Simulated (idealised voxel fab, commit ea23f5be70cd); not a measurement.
The process module that follows is named voxel wiring stack.
In the cross-section labelled cut, the width is 265 nm and each square cell is 5 nm.
If you're reading a cross-section in this doc, picture square cells in a grid; it comes to you as bands, top ones listed first down to the bottom, and a band can be one or more rows of cells. Band entry format. Leading values: height of top, height of bottom, nm. Remainder: materials in left-to-right order, each with its width in nm. Special words: "edge to edge" on a single material, which then fills the band edge to edge; "empty", empty space. Beneath 0, the wafer as received is one material, and that level is where height counting begins. The lowest band goes on downward without a bottom; it is written like "0 -> down". The width entry "30 to 40" should be interpreted row by row: the top row of cells in the band takes the first number, the bottom row takes the second number, and the change between adjacent rows is uniform throughout. Any step labelled "no change" changed none of the cells in the cross-section. The label "Enclosed internal voids" introduces a list of the empty spaces, 8 cells or larger, that have no open way up to the top; each entry in it reads width x height at distance, where the distance is taken from the left edge and all three are stated in nm. after a step's settings: what the simulator itself notes on the step. "overlay nm", when on a step's line for a step with a mask, measures how far to the right of its planned place the mask lay; a negative measure means to the left.

[Planned process steps]
1: RECEIVE,material Si
2: CONFORMAL_DEP,material SiO2,thk nm 15
3: CONFORMAL_DEP,material SiN,thk nm 5
4: DIRECTIONAL_DEP,material SiO2,thk nm 15
5: PATTERN,tone open,mask id METAL_1,material resist,width nm 20,pitch nm 40,thk nm 20,overlay nm 0
6: DIRECTIONAL_ETCH,etch materials SiO2,depth nm 15
7: DIRECTIONAL_ETCH,etch materials SiN,depth nm 5
8: STRIP,etch materials resist
9: CONFORMAL_DEP,material TiN,thk nm 5
10: FILL_DEP,material Ru,thk nm 10
11: CMP,height nm 35
12: EPI,material Ru,thk nm 5
13: FILL_DEP,material SiCN,thk nm 5
14: DIRECTIONAL_DEP,material SiO2,thk nm 20
15: PATTERN,tone open,mask id PLUG_1,material resist,width nm 15,pitch nm 40,thk nm 20,overlay nm 0
16: DIRECTIONAL_ETCH,etch materials SiO2,depth nm 20
17: DIRECTIONAL_ETCH,etch materials SiCN,depth nm 5
18: STRIP,etch materials resist
19: CONFORMAL_DEP,material TiN,thk nm 5
20: FILL_DEP,material W,thk nm 10
21: CMP,height nm 65
22: DIRECTIONAL_DEP,material TiN,thk nm 5
23: DIRECTIONAL_DEP,material W,thk nm 20
24: MASKED_ETCH,tone cover,mask id METAL_2,width nm 20,pitch nm 40,etch materials W,depth nm 20,overlay nm 0
25: MASKED_ETCH,tone cover,mask id METAL_2,width nm 20,pitch nm 40,etch materials TiN,depth nm 5,overlay nm 0
26: CONFORMAL_DEP,material SiN,thk nm 5
27: FILL_DEP,material SiO2,thk nm 5
28: CMP,height nm 90
29: CONFORMAL_DEP,material SiCN,thk nm 5
30: DIRECTIONAL_DEP,material SiO2,thk nm 30
31: PATTERN,tone open,mask id METAL_3,material resist,width nm 20,pitch nm 40,thk nm 15,overlay nm 0
32: DIRECTIONAL_ETCH,etch materials SiO2,depth nm 15
33: STRIP,etch materials resist
34: PATTERN,tone open,mask id METAL_3_HOLES,material resist,width nm 15,pitch nm 40,thk nm 15,overlay nm 0
35: DIRECTIONAL_ETCH,etch materials SiO2,depth nm 15
36: DIRECTIONAL_ETCH,etch materials SiCN,depth nm 5
37: STRIP,etch materials resist
38: CONFORMAL_DEP,material TiN,thk nm 5
39: FILL_DEP,material Cu,thk nm 5
40: CMP,height nm 125
41: CONFORMAL_DEP,material SiN,thk nm 5

[The following pertains to the first of two wafers, which was processed as planned]

[Step 1 complete: cross-section of the wafer as received]
	0 -> down = Si edge to edge
	Enclosed internal voids: none

[Wafer after step 2 (cross-section)]
	15 -> 0 = SiO2 edge to edge
	Anything lower than 0 is untouched.

[Wafer after step 3 (cross-section)]
	20 -> 15 = SiN edge to edge
	Anything lower than 15 is untouched.

[Wafer after step 4 (cross-section)]
	35 -> 20 = SiO2 edge to edge
	Anything lower than 20 is untouched.

[Wafer after step 5 (cross-section)]
	55 -> 35 = resist (100) / empty (20) / resist (20) / empty (20) / resist (105)
	Anything lower than 35 is untouched.

[Wafer after step 6 (cross-section)]
	55 -> 35 = resist (100) / empty (20) / resist (20) / empty (20) / resist (105)
	35 -> 20 = SiO2 (100) / empty (20) / SiO2 (20) / empty (20) / SiO2 (105)
	Anything lower than 20 is untouched.

[Wafer after step 7 (cross-section)]
	55 -> 35 = resist (100) / empty (20) / resist (20) / empty (20) / resist (105)
	35 -> 20 = SiO2 (100) / empty (20) / SiO2 (20) / empty (20) / SiO2 (105)
	20 -> 15 = SiN (100) / empty (20) / SiN (20) / empty (20) / SiN (105)
	Anything lower than 15 is untouched.

[Wafer after step 8 (cross-section)]
	35 -> 20 = SiO2 (100) / empty (20) / SiO2 (20) / empty (20) / SiO2 (105)
	Anything lower than 20 is untouched.

[Wafer after step 9 (cross-section)]
	40 -> 35 = TiN (105) / empty (10) / TiN (30) / empty (10) / TiN (110)
	35 -> 20 = SiO2 (100) / TiN (5) / empty (10) / TiN (5) / SiO2 (20) / TiN (5) / empty (10) / TiN (5) / SiO2 (105)
	20 -> 15 = SiN (100) / TiN (20) / SiN (20) / TiN (20) / SiN (105)
	Anything lower than 15 is untouched.

[Wafer after step 10 (cross-section)]
	50 -> 40 = Ru edge to edge
	40 -> 35 = TiN (105) / Ru (10) / TiN (30) / Ru (10) / TiN (110)
	35 -> 20 = SiO2 (100) / TiN (5) / Ru (10) / TiN (5) / SiO2 (20) / TiN (5) / Ru (10) / TiN (5) / SiO2 (105)
	Anything lower than 20 is untouched.

[Wafer after step 11 (cross-section)]
	35 -> 20 = SiO2 (100) / TiN (5) / Ru (10) / TiN (5) / SiO2 (20) / TiN (5) / Ru (10) / TiN (5) / SiO2 (105)
	Anything lower than 20 is untouched.

[Wafer after step 12 (cross-section)]
	40 -> 35 = empty (95) / Ru (30) / empty (10) / Ru (30) / empty (100)
	Anything lower than 35 is untouched.

[Wafer after step 13 (cross-section)]
	45 -> 40 = SiCN edge to edge
	40 -> 35 = SiCN (95) / Ru (30) / SiCN (10) / Ru (30) / SiCN (100)
	Anything lower than 35 is untouched.

[Wafer after step 14 (cross-section)]
	65 -> 45 = SiO2 edge to edge
	Anything lower than 45 is untouched.

[Wafer after step 15 (cross-section)]
	85 -> 65 = resist (100) / empty (15) / resist (25) / empty (15) / resist (110)
	Anything lower than 65 is untouched.

[Wafer after step 16 (cross-section)]
	85 -> 65 = resist (100) / empty (15) / resist (25) / empty (15) / resist (110)
	65 -> 45 = SiO2 (100) / empty (15) / SiO2 (25) / empty (15) / SiO2 (110)
	Anything lower than 45 is untouched.

[Wafer after step 17 (cross-section)]
	85 -> 65 = resist (100) / empty (15) / resist (25) / empty (15) / resist (110)
	65 -> 45 = SiO2 (100) / empty (15) / SiO2 (25) / empty (15) / SiO2 (110)
	45 -> 40 = SiCN (100) / empty (15) / SiCN (25) / empty (15) / SiCN (110)
	Anything lower than 40 is untouched.

[Wafer after step 18 (cross-section)]
	65 -> 45 = SiO2 (100) / empty (15) / SiO2 (25) / empty (15) / SiO2 (110)
	Anything lower than 45 is untouched.

[Wafer after step 19 (cross-section)]
	70 -> 65 = TiN (105) / empty (5) / TiN (35) / empty (5) / TiN (115)
	65 -> 45 = SiO2 (100) / TiN (5) / empty (5) / TiN (5) / SiO2 (25) / TiN (5) / empty (5) / TiN (5) / SiO2 (110)
	45 -> 40 = SiCN (100) / TiN (15) / SiCN (25) / TiN (15) / SiCN (110)
	Anything lower than 40 is untouched.

[Wafer after step 20 (cross-section)]
	80 -> 70 = W edge to edge
	70 -> 65 = TiN (105) / W (5) / TiN (35) / W (5) / TiN (115)
	65 -> 45 = SiO2 (100) / TiN (5) / W (5) / TiN (5) / SiO2 (25) / TiN (5) / W (5) / TiN (5) / SiO2 (110)
	Anything lower than 45 is untouched.

[Wafer after step 21 (cross-section)]
	65 -> 45 = SiO2 (100) / TiN (5) / W (5) / TiN (5) / SiO2 (25) / TiN (5) / W (5) / TiN (5) / SiO2 (110)
	Anything lower than 45 is untouched.

[Wafer after step 22 (cross-section)]
	70 -> 65 = TiN edge to edge
	Anything lower than 65 is untouched.

[Wafer after step 23 (cross-section)]
	90 -> 70 = W edge to edge
	Anything lower than 70 is untouched.

[Wafer after step 24 (cross-section)]
	90 -> 70 = empty (100) / W (20) / empty (20) / W (20) / empty (105)
	Anything lower than 70 is untouched.

[Wafer after step 25 (cross-section)]
	90 -> 70 = empty (100) / W (20) / empty (20) / W (20) / empty (105)
	70 -> 65 = empty (100) / TiN (20) / empty (20) / TiN (20) / empty (105)
	Anything lower than 65 is untouched.

[Wafer after step 26 (cross-section)]
	95 -> 90 = empty (95) / SiN (30) / empty (10) / SiN (30) / empty (100)
	90 -> 70 = empty (95) / SiN (5) / W (20) / SiN (5) / empty (10) / SiN (5) / W (20) / SiN (5) / empty (100)
	70 -> 65 = SiN (100) / TiN (20) / SiN (20) / TiN (20) / SiN (105)
	Anything lower than 65 is untouched.

[Wafer after step 27 (cross-section)]
	100 -> 95 = SiO2 edge to edge
	95 -> 90 = SiO2 (95) / SiN (30) / SiO2 (10) / SiN (30) / SiO2 (100)
	90 -> 70 = SiO2 (95) / SiN (5) / W (20) / SiN (5) / SiO2 (10) / SiN (5) / W (20) / SiN (5) / SiO2 (100)
	Anything lower than 70 is untouched.

[Wafer after step 28 (cross-section)]
	90 -> 70 = SiO2 (95) / SiN (5) / W (20) / SiN (5) / SiO2 (10) / SiN (5) / W (20) / SiN (5) / SiO2 (100)
	Anything lower than 70 is untouched.

[Wafer after step 29 (cross-section)]
	95 -> 90 = SiCN edge to edge
	Anything lower than 90 is untouched.

[Wafer after step 30 (cross-section)]
	125 -> 95 = SiO2 edge to edge
	Anything lower than 95 is untouched.

[Wafer after step 31 (cross-section)]
	140 -> 125 = resist (100) / empty (20) / resist (20) / empty (20) / resist (105)
	Anything lower than 125 is untouched.

[Wafer after step 32 (cross-section)]
	140 -> 125 = resist (100) / empty (20) / resist (20) / empty (20) / resist (105)
	125 -> 110 = SiO2 (100) / empty (20) / SiO2 (20) / empty (20) / SiO2 (105)
	Anything lower than 110 is untouched.

[Wafer after step 33 (cross-section)]
	125 -> 110 = SiO2 (100) / empty (20) / SiO2 (20) / empty (20) / SiO2 (105)
	Anything lower than 110 is untouched.

[Wafer after step 34 (cross-section)]
	140 -> 125 = resist (100) / empty (15) / resist (25) / empty (15) / resist (110)
	125 -> 110 = SiO2 (100) / empty (15) / resist (5) / SiO2 (20) / empty (15) / resist (5) / SiO2 (105)
	Anything lower than 110 is untouched.

[Wafer after step 35 (cross-section)]
	140 -> 125 = resist (100) / empty (15) / resist (25) / empty (15) / resist (110)
	125 -> 110 = SiO2 (100) / empty (15) / resist (5) / SiO2 (20) / empty (15) / resist (5) / SiO2 (105)
	110 -> 95 = SiO2 (100) / empty (15) / SiO2 (25) / empty (15) / SiO2 (110)
	Anything lower than 95 is untouched.

[Wafer after step 36 (cross-section)]
	140 -> 125 = resist (100) / empty (15) / resist (25) / empty (15) / resist (110)
	125 -> 110 = SiO2 (100) / empty (15) / resist (5) / SiO2 (20) / empty (15) / resist (5) / SiO2 (105)
	110 -> 95 = SiO2 (100) / empty (15) / SiO2 (25) / empty (15) / SiO2 (110)
	95 -> 90 = SiCN (100) / empty (15) / SiCN (25) / empty (15) / SiCN (110)
	Anything lower than 90 is untouched.

[Wafer after step 37 (cross-section)]
	125 -> 110 = SiO2 (100) / empty (20) / SiO2 (20) / empty (20) / SiO2 (105)
	Anything lower than 110 is untouched.

[Wafer after step 38 (cross-section)]
	130 -> 125 = TiN (105) / empty (10) / TiN (30) / empty (10) / TiN (110)
	125 -> 115 = SiO2 (100) / TiN (5) / empty (10) / TiN (5) / SiO2 (20) / TiN (5) / empty (10) / TiN (5) / SiO2 (105)
	115 -> 110 = SiO2 (100) / TiN (5) / empty (5) / TiN (10) / SiO2 (20) / TiN (5) / empty (5) / TiN (10) / SiO2 (105)
	110 -> 95 = SiO2 (100) / TiN (5) / empty (5) / TiN (5) / SiO2 (25) / TiN (5) / empty (5) / TiN (5) / SiO2 (110)
	95 -> 90 = SiCN (100) / TiN (15) / SiCN (25) / TiN (15) / SiCN (110)
	Anything lower than 90 is untouched.

[Wafer after step 39 (cross-section)]
	135 -> 130 = Cu edge to edge
	130 -> 125 = TiN (105) / Cu (10) / TiN (30) / Cu (10) / TiN (110)
	125 -> 115 = SiO2 (100) / TiN (5) / Cu (10) / TiN (5) / SiO2 (20) / TiN (5) / Cu (10) / TiN (5) / SiO2 (105)
	115 -> 110 = SiO2 (100) / TiN (5) / Cu (5) / TiN (10) / SiO2 (20) / TiN (5) / Cu (5) / TiN (10) / SiO2 (105)
	110 -> 95 = SiO2 (100) / TiN (5) / Cu (5) / TiN (5) / SiO2 (25) / TiN (5) / Cu (5) / TiN (5) / SiO2 (110)
	Anything lower than 95 is untouched.

[Wafer after step 40 (cross-section)]
	125 -> 115 = SiO2 (100) / TiN (5) / Cu (10) / TiN (5) / SiO2 (20) / TiN (5) / Cu (10) / TiN (5) / SiO2 (105)
	Anything lower than 115 is untouched.

[Wafer after step 41 (cross-section)]
	130 -> 125 = SiN edge to edge
	Anything lower than 125 is untouched.

[The remaining wafer, second of the two, started like the first and was run to the same plan, except that one mistake was made along the way; the two coincide through step 33, inclusive]

[Second wafer cross-section, taken as of the time the plan sets for step 34 to be done]
	140 -> 125 = resist (95) / empty (15) / resist (25) / empty (15) / resist (115)
	125 -> 110 = SiO2 (100) / empty (10) / resist (10) / SiO2 (20) / empty (10) / resist (10) / SiO2 (105)
	Anything lower than 110 is untouched.

[Second wafer cross-section, taken as of the time the plan sets for step 35 to be done]
	140 -> 125 = resist (95) / empty (15) / resist (25) / empty (15) / resist (115)
	125 -> 110 = SiO2 (95) / empty (15) / resist (10) / SiO2 (15) / empty (15) / resist (10) / SiO2 (105)
	110 -> 95 = SiO2 (100) / empty (10) / SiO2 (30) / empty (10) / SiO2 (115)
	Anything lower than 95 is untouched.

[Second wafer cross-section, taken as of the time the plan sets for step 36 to be done]
	140 -> 125 = resist (95) / empty (15) / resist (25) / empty (15) / resist (115)
	125 -> 110 = SiO2 (95) / empty (15) / resist (10) / SiO2 (15) / empty (15) / resist (10) / SiO2 (105)
	110 -> 95 = SiO2 (100) / empty (10) / SiO2 (30) / empty (10) / SiO2 (115)
	95 -> 90 = SiCN (100) / empty (10) / SiCN (30) / empty (10) / SiCN (115)
	Anything lower than 90 is untouched.

[Second wafer cross-section, taken as of the time the plan sets for step 37 to be done]
	125 -> 110 = SiO2 (95) / empty (25) / SiO2 (15) / empty (25) / SiO2 (105)
	Anything lower than 110 is untouched.

[Second wafer cross-section, taken as of the time the plan sets for step 38 to be done]
	130 -> 125 = TiN (100) / empty (15) / TiN (25) / empty (15) / TiN (110)
	125 -> 115 = SiO2 (95) / TiN (5) / empty (15) / TiN (5) / SiO2 (15) / TiN (5) / empty (15) / TiN (5) / SiO2 (105)
	115 -> 110 = SiO2 (95) / TiN (25) / SiO2 (15) / TiN (25) / SiO2 (105)
	110 -> 95 = SiO2 (100) / TiN (10) / SiO2 (30) / TiN (10) / SiO2 (115)
	95 -> 90 = SiCN (100) / TiN (10) / SiCN (30) / TiN (10) / SiCN (115)
	Anything lower than 90 is untouched.

[Second wafer cross-section, taken as of the time the plan sets for step 39 to be done]
	135 -> 130 = Cu edge to edge
	130 -> 125 = TiN (100) / Cu (15) / TiN (25) / Cu (15) / TiN (110)
	125 -> 115 = SiO2 (95) / TiN (5) / Cu (15) / TiN (5) / SiO2 (15) / TiN (5) / Cu (15) / TiN (5) / SiO2 (105)
	Anything lower than 115 is untouched.

[Second wafer cross-section, taken as of the time the plan sets for step 40 to be done]
	125 -> 115 = SiO2 (95) / TiN (5) / Cu (15) / TiN (5) / SiO2 (15) / TiN (5) / Cu (15) / TiN (5) / SiO2 (105)
	Anything lower than 115 is untouched.

[Second wafer cross-section, taken as of the time the plan sets for step 41 to be done]
	130 -> 125 = SiN edge to edge
	Anything lower than 125 is untouched.
The mistake made against the process plan was this: step 34 went in with a setting other than planned; the actual run was PATTERN,tone open,mask id METAL_3_HOLES,material resist,width nm 15,pitch nm 40,thk nm 15,overlay nm -5
Final wafer comparison in cells, second versus first, more or fewer per material: 4 fewer of Cu; 2 more of SiCN; 2 more of TiN
